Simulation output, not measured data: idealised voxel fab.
process module | voxel transistor to metal
cross-section cut | 150 nm wide | cells 5 nm
A cross-section is a grid of square cells, given in bands from the top down. A band is one or more rows of cells.
Each band's line starts with the height of the band's top and of its bottom, in nm. Then come its materials from left to right, each with its width in nm. One material with "throughout" fills the band from edge to edge. "air" is empty space.
Height 0 is the level under which the wafer as received is all one material. The lowest band goes on downwards, as in "0 down".
A width such as "30 to 40" changes by the same amount from each row of cells to the next, from the band's top row to its bottom row.
"no change" after a step means that no cell of the cross-section changed.
closed voids: empty space of 8 cells or more with no open way to the top, each as width x height at its distance from the left edge, in nm
after a step's settings: what the simulator itself notes on the step
overlay nm, on a step with a mask: how far to the right of its planned place the mask lay; to the left if negative
plan
1 op RECEIVE | material Si
2 op CONFORMAL_DEP | material SiO2 | thk nm 5
3 op CONFORMAL_DEP | material SiN | thk nm 10
4 op DIRECTIONAL_DEP | material aC | thk nm 15
5 op PATTERN | tone cover | mask id ACTIVE | material resist | width nm 115 | thk nm 35 | overlay nm 0
6 op DIRECTIONAL_ETCH | etch materials aC | depth nm 15
7 op STRIP | etch materials resist
8 op DIRECTIONAL_ETCH | etch materials SiN | depth nm 10
9 op DIRECTIONAL_ETCH | etch materials SiO2 | depth nm 5
10 op DIRECTIONAL_ETCH | etch materials Si | depth nm 35
11 op STRIP | etch materials aC
12 op FILL_DEP | material SiO2 | thk nm 10
13 op CMP | height nm 15
14 op SELECTIVE_ETCH | etch materials SiO2 | depth nm 5
15 op STRIP | etch materials SiN
16 op SELECTIVE_ETCH | etch materials SiO2 | depth nm 5
17 op OXIDIZE | depth nm 5
18 op DIRECTIONAL_DEP | material polySi | thk nm 30
19 op DIRECTIONAL_DEP | material SiCN | thk nm 15
20 op DIRECTIONAL_DEP | material aC | thk nm 15
21 op PATTERN | tone cover | mask id GATE | material resist | width nm 35 | thk nm 35 | overlay nm 0
22 op DIRECTIONAL_ETCH | etch materials aC | depth nm 15
23 op STRIP | etch materials resist
24 op DIRECTIONAL_ETCH | etch materials SiCN | depth nm 25
25 op DIRECTIONAL_ETCH | etch materials polySi | depth nm 40
26 op STRIP | etch materials aC
27 op CONFORMAL_DEP | material SiN | thk nm 10
28 op DIRECTIONAL_ETCH | etch materials SiN | depth nm 10
29 op DIRECTIONAL_ETCH | etch materials SiO2 | depth nm 5
30 op DIRECTIONAL_ETCH | etch materials Si | depth nm 15
31 op EPI | material pSi | thk nm 15
32 op FILL_DEP | material SiO2 | thk nm 5
33 op CMP | height nm 30
34 op STRIP | etch materials polySi
35 op SELECTIVE_ETCH | etch materials SiO2 | depth nm 5
36 op CONFORMAL_DEP | material HfO2 | thk nm 5
37 op CONFORMAL_DEP | material TiN | thk nm 5
38 op FILL_DEP | material W | thk nm 5
39 op CMP | height nm 25
40 op DIRECTIONAL_DEP | material SiO2 | thk nm 10
41 op DIRECTIONAL_DEP | material aC | thk nm 15
42 op PATTERN | tone open | mask id CONTACT | material resist | width nm 15 | pitch nm 90 | thk nm 35 | overlay nm 0
43 op DIRECTIONAL_ETCH | etch materials aC | depth nm 15
44 op STRIP | etch materials resist
45 op DIRECTIONAL_ETCH | etch materials SiO2 | depth nm 25
46 op STRIP | etch materials aC
47 op CONFORMAL_DEP | material TiN | thk nm 5
48 op FILL_DEP | material Ru | thk nm 10
49 op CMP | height nm 35
50 op DIRECTIONAL_DEP | material TiN | thk nm 5
51 op DIRECTIONAL_DEP | material W | thk nm 20
52 op PATTERN | tone cover | mask id METAL_1 | material resist | width nm 15 | pitch nm 90 | thk nm 20 | overlay nm 0
53 op DIRECTIONAL_ETCH | etch materials W | depth nm 20
54 op DIRECTIONAL_ETCH | etch materials TiN | depth nm 5
55 op STRIP | etch materials resist
56 op CONFORMAL_DEP | material SiN | thk nm 5
57 op FILL_DEP | material lowk | thk nm 10
58 op CMP | height nm 60
59 op CONFORMAL_DEP | material SiCN | thk nm 5
60 op DIRECTIONAL_DEP | material lowk | thk nm 25
61 op MASKED_ETCH | tone open | mask id METAL_2 | width nm 15 | pitch nm 90 | etch materials lowk | depth nm 15 | overlay nm 0
62 op MASKED_ETCH | tone open | mask id METAL_2_HOLES | width nm 15 | pitch nm 90 | etch materials lowk | depth nm 10 | overlay nm 0
63 op MASKED_ETCH | tone open | mask id METAL_2_HOLES | width nm 15 | pitch nm 90 | etch materials SiCN | depth nm 5 | overlay nm 0
64 op CONFORMAL_DEP | material TiN | thk nm 5
65 op FILL_DEP | material Ru | thk nm 5
66 op CMP | height nm 90
67 op CONFORMAL_DEP | material SiCN | thk nm 5
varied across the wafers: thk nm of step 67. The plan shows the first wafer's value. All wafers start alike
first wafer as received, after step 1
  0 down: Si throughout
  closed voids: none
first wafer at the end, after step 67
  95 to 90: SiCN throughout
  90 to 65: lowk 20 | TiN 5 | Ru 5 | TiN 5 | lowk 75 | TiN 5 | Ru 5 | TiN 5 | lowk 25
  65 to 60: SiCN 20 | TiN 15 | SiCN 75 | TiN 15 | SiCN 25
  60 to 40: lowk 15 | SiN 5 | W 15 | SiN 5 | lowk 65 | SiN 5 | W 15 | SiN 5 | lowk 20
  40 to 35: SiN 20 | TiN 15 | SiN 75 | TiN 15 | SiN 25
  35 to 25: SiO2 20 | TiN 5 | Ru 5 | TiN 5 | SiO2 75 | TiN 5 | Ru 5 | TiN 5 | SiO2 25
  25 to 15: SiO2 20 | TiN 5 | Ru 5 | TiN 5 | SiO2 10 | SiN 10 | HfO2 5 | TiN 5 | W 15 | TiN 5 | HfO2 5 | SiN 10 | SiO2 10 | TiN 5 | Ru 5 | TiN 5 | SiO2 25
  15 to 10: SiO2 20 | TiN 15 | SiO2 10 | SiN 10 | HfO2 5 | TiN 5 | W 15 | TiN 5 | HfO2 5 | SiN 10 | SiO2 10 | TiN 15 | SiO2 25
  10 to 5: SiO2 15 | pSi 30 | SiN 10 | HfO2 5 | TiN 5 | W 15 | TiN 5 | HfO2 5 | SiN 10 | pSi 30 | SiO2 20
  5 to 0: SiO2 10 | SiN 10 | pSi 25 | SiN 10 | HfO2 5 | TiN 25 | HfO2 5 | SiN 10 | pSi 25 | SiN 10 | SiO2 15
  0 to -5: SiO2 20 | pSi 25 | SiO2 5 | HfO2 45 | SiO2 5 | pSi 25 | SiO2 25
  -5 to -20: SiO2 15 | Si 5 | pSi 25 | Si 55 | pSi 25 | Si 5 | SiO2 20
  -20 to -35: SiO2 15 | Si 115 | SiO2 20
  -35 down: Si throughout
  closed voids: none
last wafer at the end
  110 to 90: SiCN throughout
  90 to 65: lowk 20 | TiN 5 | Ru 5 | TiN 5 | lowk 75 | TiN 5 | Ru 5 | TiN 5 | lowk 25
  65 to 60: SiCN 20 | TiN 15 | SiCN 75 | TiN 15 | SiCN 25
  60 to 40: lowk 15 | SiN 5 | W 15 | SiN 5 | lowk 65 | SiN 5 | W 15 | SiN 5 | lowk 20
  40 to 35: SiN 20 | TiN 15 | SiN 75 | TiN 15 | SiN 25
  35 to 25: SiO2 20 | TiN 5 | Ru 5 | TiN 5 | SiO2 75 | TiN 5 | Ru 5 | TiN 5 | SiO2 25
  25 to 15: SiO2 20 | TiN 5 | Ru 5 | TiN 5 | SiO2 10 | SiN 10 | HfO2 5 | TiN 5 | W 15 | TiN 5 | HfO2 5 | SiN 10 | SiO2 10 | TiN 5 | Ru 5 | TiN 5 | SiO2 25
  15 to 10: SiO2 20 | TiN 15 | SiO2 10 | SiN 10 | HfO2 5 | TiN 5 | W 15 | TiN 5 | HfO2 5 | SiN 10 | SiO2 10 | TiN 15 | SiO2 25
  10 to 5: SiO2 15 | pSi 30 | SiN 10 | HfO2 5 | TiN 5 | W 15 | TiN 5 | HfO2 5 | SiN 10 | pSi 30 | SiO2 20
  5 to 0: SiO2 10 | SiN 10 | pSi 25 | SiN 10 | HfO2 5 | TiN 25 | HfO2 5 | SiN 10 | pSi 25 | SiN 10 | SiO2 15
  0 to -5: SiO2 20 | pSi 25 | SiO2 5 | HfO2 45 | SiO2 5 | pSi 25 | SiO2 25
  -5 to -20: SiO2 15 | Si 5 | pSi 25 | Si 55 | pSi 25 | Si 5 | SiO2 20
  -20 to -35: SiO2 15 | Si 115 | SiO2 20
  -35 down: Si throughout
  closed voids: none
each wafer at the end: cells of each material gained (+) or lost (-) since it was received, then its closed voids
thk nm 5 | +19 HfO2 | +18 Ru | -102 Si | +54 SiCN | +64 SiN | +152 SiO2 | +67 TiN | +36 W | +200 lowk | +62 pSi | closed voids: none
thk nm 10 | +19 HfO2 | +18 Ru | -102 Si | +84 SiCN | +64 SiN | +152 SiO2 | +67 TiN | +36 W | +200 lowk | +62 pSi | closed voids: none
thk nm 15 | +19 HfO2 | +18 Ru | -102 Si | +114 SiCN | +64 SiN | +152 SiO2 | +67 TiN | +36 W | +200 lowk | +62 pSi | closed voids: none
thk nm 20 | +19 HfO2 | +18 Ru | -102 Si | +144 SiCN | +64 SiN | +152 SiO2 | +67 TiN | +36 W | +200 lowk | +62 pSi | closed voids: none
